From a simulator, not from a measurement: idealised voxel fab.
Name of the process module below: voxel transistor to metal
Pictured: cross-section cut, 160 nm wide, on a grid of 5 nm square cells.
Square cells in a grid make up a cross-section in this document, and the grid is given as bands, listed from the top down, each one or more rows of cells.
Band: top and bottom heights (nm) first, top before bottom; then materials from left to right, widths in nm. "full width" marks a sole material filling the band edge to edge. "empty" denotes empty space.
Below 0: as-received wafer, all one material; heights counted from there. Lowest band: no bottom, goes on down, written "z 0 and below".
Quick explanation for "30->40": the width changes in equal steps down the rows of cells, from the first number in the band's top row to the second number in its bottom row.
For the purposes of this document, the phrase "identical to before" attached to a step denotes that no cell within the cross-section was modified by that step.
Entry "Closed void listing" = empty spaces >= 8 cells with no open way to the top; each as width x height at distance, distance from left edge, all nm.
Past the settings on a step's line: simulator remark, on that step.
Each step line may optionally specify "overlay nm", which for a step with a mask gives the rightward distance between the mask's planned place and where it lay, a negative value indicating the leftward direction.
[Steps planned for the process]
1) RECEIVE | material Si
2) CONFORMAL_DEP | material SiO2 | thk nm 5
3) CONFORMAL_DEP | material SiN | thk nm 15
4) DIRECTIONAL_DEP | material aC | thk nm 10
5) PATTERN | tone cover | mask id ACTIVE | material resist | width nm 90 | thk nm 30 | overlay nm 0
6) DIRECTIONAL_ETCH | etch materials aC | depth nm 10
7) STRIP | etch materials resist
8) DIRECTIONAL_ETCH | etch materials SiN | depth nm 15
9) DIRECTIONAL_ETCH | etch materials SiO2 | depth nm 5
10) DIRECTIONAL_ETCH | etch materials Si | depth nm 35
11) STRIP | etch materials aC
12) FILL_DEP | material SiO2 | thk nm 5
13) CMP | height nm 20
14) SELECTIVE_ETCH | etch materials SiO2 | depth nm 10
15) STRIP | etch materials SiN
16) SELECTIVE_ETCH | etch materials SiO2 | depth nm 5
17) OXIDIZE | depth nm 5
18) DIRECTIONAL_DEP | material polySi | thk nm 20
19) DIRECTIONAL_DEP | material SiCN | thk nm 10
20) PATTERN | tone cover | mask id GATE | material resist | width nm 20 | thk nm 20 | overlay nm 0
21) DIRECTIONAL_ETCH | etch materials SiCN | depth nm 20
22) DIRECTIONAL_ETCH | etch materials polySi | depth nm 30
23) STRIP | etch materials resist
24) CONFORMAL_DEP | material SiN | thk nm 5
25) DIRECTIONAL_ETCH | etch materials SiN | depth nm 5
26) DIRECTIONAL_ETCH | etch materials SiO2 | depth nm 5
27) DIRECTIONAL_ETCH | etch materials Si | depth nm 10
28) EPI | material SiGe | thk nm 10
29) FILL_DEP | material SiO2 | thk nm 10
30) CMP | height nm 30
31) DIRECTIONAL_DEP | material SiO2 | thk nm 15
32) MASKED_ETCH | tone open | mask id CONTACT | width nm 15 | pitch nm 65 | etch materials SiO2 | depth nm 50 | overlay nm 0
33) CONFORMAL_DEP | material TiN | thk nm 5
34) FILL_DEP | material W | thk nm 5
35) CMP | height nm 45
36) DIRECTIONAL_DEP | material TiN | thk nm 5
37) DIRECTIONAL_DEP | material Ru | thk nm 15
38) MASKED_ETCH | tone cover | mask id METAL_1 | width nm 15 | pitch nm 65 | etch materials Ru | depth nm 15 | overlay nm 0
39) MASKED_ETCH | tone cover | mask id METAL_1 | width nm 15 | pitch nm 65 | etch materials TiN | depth nm 5 | overlay nm 0
40) FILL_DEP | material lowk | thk nm 5
41) CMP | height nm 65
42) CONFORMAL_DEP | material SiCN | thk nm 5
43) DIRECTIONAL_DEP | material lowk | thk nm 25
44) MASKED_ETCH | tone open | mask id METAL_2 | width nm 15 | pitch nm 65 | etch materials lowk | depth nm 15 | overlay nm 0
45) PATTERN | tone open | mask id METAL_2_HOLES | material resist | width nm 15 | pitch nm 65 | thk nm 20 | overlay nm 0
46) DIRECTIONAL_ETCH | etch materials lowk | depth nm 10
47) DIRECTIONAL_ETCH | etch materials SiCN | depth nm 5
48) STRIP | etch materials resist
49) CONFORMAL_DEP | material TiN | thk nm 5
50) FILL_DEP | material Cu | thk nm 10
51) CMP | height nm 95
52) CONFORMAL_DEP | material SiCN | thk nm 5
[Incoming wafer, cross-sectional view, post step 1]
- z 0 and below: Si full width
- Closed void listing: none
[Looking at the first of two wafers in cross-section at end of module - ran to plan]
- z 100 to 95: SiCN full width
- z 95 to 70: 40 nm lowk / 5 nm TiN / 5 nm Cu / 5 nm TiN / 50 nm lowk / 5 nm TiN / 5 nm Cu / 5 nm TiN / 40 nm lowk
- z 70 to 65: 40 nm SiCN / 15 nm TiN / 50 nm SiCN / 15 nm TiN / 40 nm SiCN
- z 65 to 50: 40 nm lowk / 15 nm Ru / 50 nm lowk / 15 nm Ru / 40 nm lowk
- z 50 to 45: 40 nm lowk / 15 nm TiN / 50 nm lowk / 15 nm TiN / 40 nm lowk
- z 45 to 30: 40 nm SiO2 / 5 nm TiN / 5 nm W / 5 nm TiN / 50 nm SiO2 / 5 nm TiN / 5 nm W / 5 nm TiN / 40 nm SiO2
- z 30 to 20: 40 nm SiO2 / 5 nm TiN / 5 nm W / 5 nm TiN / 10 nm SiO2 / 5 nm SiN / 20 nm SiCN / 5 nm SiN / 10 nm SiO2 / 5 nm TiN / 5 nm W / 5 nm TiN / 40 nm SiO2
- z 20 to 5: 40 nm SiO2 / 5 nm TiN / 5 nm W / 5 nm TiN / 10 nm SiO2 / 5 nm SiN / 20 nm polySi / 5 nm SiN / 10 nm SiO2 / 5 nm TiN / 5 nm W / 5 nm TiN / 40 nm SiO2
- z 5 to 0: 30 nm SiO2 / 5 nm SiN / 5 nm SiO2 / 5 nm TiN / 5 nm W / 5 nm TiN / 10 nm SiGe / 5 nm SiN / 20 nm polySi / 5 nm SiN / 10 nm SiGe / 5 nm TiN / 5 nm W / 5 nm TiN / 5 nm SiO2 / 5 nm SiN / 30 nm SiO2
- z 0 to -5: 40 nm SiO2 / 15 nm TiN / 10 nm SiGe / 30 nm SiO2 / 10 nm SiGe / 15 nm TiN / 40 nm SiO2
- z -5 to -15: 35 nm SiO2 / 30 nm SiGe / 30 nm Si / 30 nm SiGe / 35 nm SiO2
- z -15 to -35: 35 nm SiO2 / 90 nm Si / 35 nm SiO2
- z -35 and below: Si full width
- Closed void listing: none
[Cross-section, wafer two of two, end of module: same start and plan as wafer one, one error in execution]
- z 100 to 95: SiCN full width
- z 95 to 90: Cu full width
- z 90 to 85: 35 nm Cu / 25 nm TiN / 40 nm Cu / 25 nm TiN / 35 nm Cu
- z 85 to 80: 40 nm TiN / 15 nm lowk / 50 nm TiN / 15 nm lowk / 40 nm TiN
- z 80 to 70: lowk full width
- z 70 to 65: SiCN full width
- z 65 to 50: 40 nm lowk / 15 nm Ru / 50 nm lowk / 15 nm Ru / 40 nm lowk
- z 50 to 45: 40 nm lowk / 15 nm TiN / 50 nm lowk / 15 nm TiN / 40 nm lowk
- z 45 to 30: 40 nm SiO2 / 5 nm TiN / 5 nm W / 5 nm TiN / 50 nm SiO2 / 5 nm TiN / 5 nm W / 5 nm TiN / 40 nm SiO2
- z 30 to 20: 40 nm SiO2 / 5 nm TiN / 5 nm W / 5 nm TiN / 10 nm SiO2 / 5 nm SiN / 20 nm SiCN / 5 nm SiN / 10 nm SiO2 / 5 nm TiN / 5 nm W / 5 nm TiN / 40 nm SiO2
- z 20 to 5: 40 nm SiO2 / 5 nm TiN / 5 nm W / 5 nm TiN / 10 nm SiO2 / 5 nm SiN / 20 nm polySi / 5 nm SiN / 10 nm SiO2 / 5 nm TiN / 5 nm W / 5 nm TiN / 40 nm SiO2
- z 5 to 0: 30 nm SiO2 / 5 nm SiN / 5 nm SiO2 / 5 nm TiN / 5 nm W / 5 nm TiN / 10 nm SiGe / 5 nm SiN / 20 nm polySi / 5 nm SiN / 10 nm SiGe / 5 nm TiN / 5 nm W / 5 nm TiN / 5 nm SiO2 / 5 nm SiN / 30 nm SiO2
- z 0 to -5: 40 nm SiO2 / 15 nm TiN / 10 nm SiGe / 30 nm SiO2 / 10 nm SiGe / 15 nm TiN / 40 nm SiO2
- z -5 to -15: 35 nm SiO2 / 30 nm SiGe / 30 nm Si / 30 nm SiGe / 35 nm SiO2
- z -15 to -35: 35 nm SiO2 / 90 nm Si / 35 nm SiO2
- z -35 and below: Si full width
- Closed void listing: none
Finding, execution versus plan: step 44 did not happen as planned, as run it was MASKED_ETCH | tone cover | mask id METAL_2 | width nm 15 | pitch nm 65 | etch materials lowk | depth nm 15 | overlay nm 0
Count the cells at the end and the second wafer has more or fewer of some materials than the first: 44 more of Cu, 6 more of SiCN, 10 more of TiN, 60 fewer of lowk
